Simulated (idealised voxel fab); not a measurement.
voxel local oxidation: a process module
Square cells of 5 nm make up the cross-section cut, whose width is 220 nm.
The cross-sections in this document take the form of a grid made of square cells. They are written out as bands, in order from top to bottom. Each band consists of one or more rows of cells.
Per band: top height and bottom height in nm, followed by the left-to-right materials and their widths in nm; "edge to edge" marks a single material spanning edge to edge, "blank" marks empty space.
Where do heights start? At 0: under that level the wafer as delivered is made of one material only. And the lowest band has no floor; it just carries on downward, as in "0 -> down".
Top row gets the first number, bottom row gets the second, and each row in between changes by the same step: that is how a band width like "30..40" works.
Basically "nothing was modified" means that step didn't change any cell in the cross-section.
Voids not open to the top, 8 cells minimum: see "Closed void roster". Written width x height at distance; distance is from the left edge; nm.
Whatever follows a step's settings on its line is a remark the simulator itself makes about that step.
"overlay nm" denotes, for a step that has a mask, the displacement of the mask to the right of its planned place, with negative values corresponding to the left.

Process steps foreseen in the plan
- 1: op RECEIVE | material Si
- 2: op OXIDIZE | depth nm 5
- 3: op CONFORMAL_DEP | material SiN | thk nm 10
- 4: op DIRECTIONAL_DEP | material aC | thk nm 10
- 5: op PATTERN | tone cover | mask id ACTIVE | material resist | width nm 115 | thk nm 25 | overlay nm 0
- 6: op DIRECTIONAL_ETCH | etch materials aC | depth nm 10
- 7: op STRIP | etch materials resist
- 8: op DIRECTIONAL_ETCH | etch materials SiN | depth nm 10
- 9: op STRIP | etch materials aC
- 10: op SELECTIVE_ETCH | etch materials SiO2 | depth nm 5
- 11: op OXIDIZE | depth nm 15
- 12: op STRIP | etch materials SiN

So, the first of our two wafers, run just as we planned it

Here's what the wafer looked like in cross-section when it arrived - that's after step 1
    0 -> down | Si edge to edge
    Closed void roster: none

After step 2, in cross-section
    0 -> -5 | SiO2 edge to edge
    For the remainder of the cross-section, below -5, there is no change.

After step 3, in cross-section
    10 -> 0 | SiN edge to edge
    For the remainder of the cross-section, below 0, there is no change.

After step 4, in cross-section
    20 -> 10 | aC edge to edge
    For the remainder of the cross-section, below 10, there is no change.

After step 5, in cross-section
    45 -> 20 | blank: 50; resist: 115; blank: 55
    For the remainder of the cross-section, below 20, there is no change.

After step 6, in cross-section
    35 -> 20 | blank: 50; resist: 115; blank: 55
    20 -> 10 | blank: 50; aC: 115; blank: 55
    For the remainder of the cross-section, below 10, there is no change.

After step 7, in cross-section
    20 -> 10 | blank: 50; aC: 115; blank: 55
    For the remainder of the cross-section, below 10, there is no change.

After step 8, in cross-section
    20 -> 10 | blank: 50; aC: 115; blank: 55
    10 -> 0 | blank: 50; SiN: 115; blank: 55
    For the remainder of the cross-section, below 0, there is no change.

After step 9, in cross-section
    10 -> 0 | blank: 50; SiN: 115; blank: 55
    For the remainder of the cross-section, below 0, there is no change.

After step 10, in cross-section
    10 -> 0 | blank: 50; SiN: 115; blank: 55
    0 -> -5 | blank: 55; SiO2: 105; blank: 60
    For the remainder of the cross-section, below -5, there is no change.

After step 11, in cross-section
    10 -> 0 | blank: 50; SiN: 115; blank: 55
    0 -> -5 | blank: 55; SiO2: 105; blank: 60
    -5 -> -20 | SiO2: 70; Si: 75; SiO2: 75
    For the remainder of the cross-section, below -20, there is no change.

After step 12, in cross-section
    0 -> -5 | blank: 55; SiO2: 105; blank: 60
    For the remainder of the cross-section, below -5, there is no change.

Regarding the second of the two wafers: it shared the first wafer's starting condition and process plan, yet one error occurred during its execution. Its history coincides with that of the first wafer up to and including step 4

Cross-section of the second wafer at the time step 5 of the plan should have ended
    45 -> 20 | blank: 50; resist: 120; blank: 50
    For the remainder of the cross-section, below 20, there is no change.

Cross-section of the second wafer at the time step 6 of the plan should have ended
    35 -> 20 | blank: 50; resist: 120; blank: 50
    20 -> 10 | blank: 50; aC: 120; blank: 50
    For the remainder of the cross-section, below 10, there is no change.

Cross-section of the second wafer at the time step 7 of the plan should have ended
    20 -> 10 | blank: 50; aC: 120; blank: 50
    For the remainder of the cross-section, below 10, there is no change.

Cross-section of the second wafer at the time step 8 of the plan should have ended
    20 -> 10 | blank: 50; aC: 120; blank: 50
    10 -> 0 | blank: 50; SiN: 120; blank: 50
    For the remainder of the cross-section, below 0, there is no change.

Cross-section of the second wafer at the time step 9 of the plan should have ended
    10 -> 0 | blank: 50; SiN: 120; blank: 50
    For the remainder of the cross-section, below 0, there is no change.

Cross-section of the second wafer at the time step 10 of the plan should have ended
    10 -> 0 | blank: 50; SiN: 120; blank: 50
    0 -> -5 | blank: 55; SiO2: 110; blank: 55
    For the remainder of the cross-section, below -5, there is no change.

Cross-section of the second wafer at the time step 11 of the plan should have ended
    10 -> 0 | blank: 50; SiN: 120; blank: 50
    0 -> -5 | blank: 55; SiO2: 110; blank: 55
    -5 -> -20 | SiO2: 70; Si: 80; SiO2: 70
    For the remainder of the cross-section, below -20, there is no change.

Cross-section of the second wafer at the time step 12 of the plan should have ended
    0 -> -5 | blank: 55; SiO2: 110; blank: 55
    For the remainder of the cross-section, below -5, there is no change.
Diagnosis: step 5 ran as: op PATTERN | tone cover | mask id ACTIVE | material resist | width nm 120 | thk nm 25 | overlay nm 0
The second wafer ends with more or fewer cells of some materials than the first, per final count: Si: 3 more | SiO2: 2 fewer
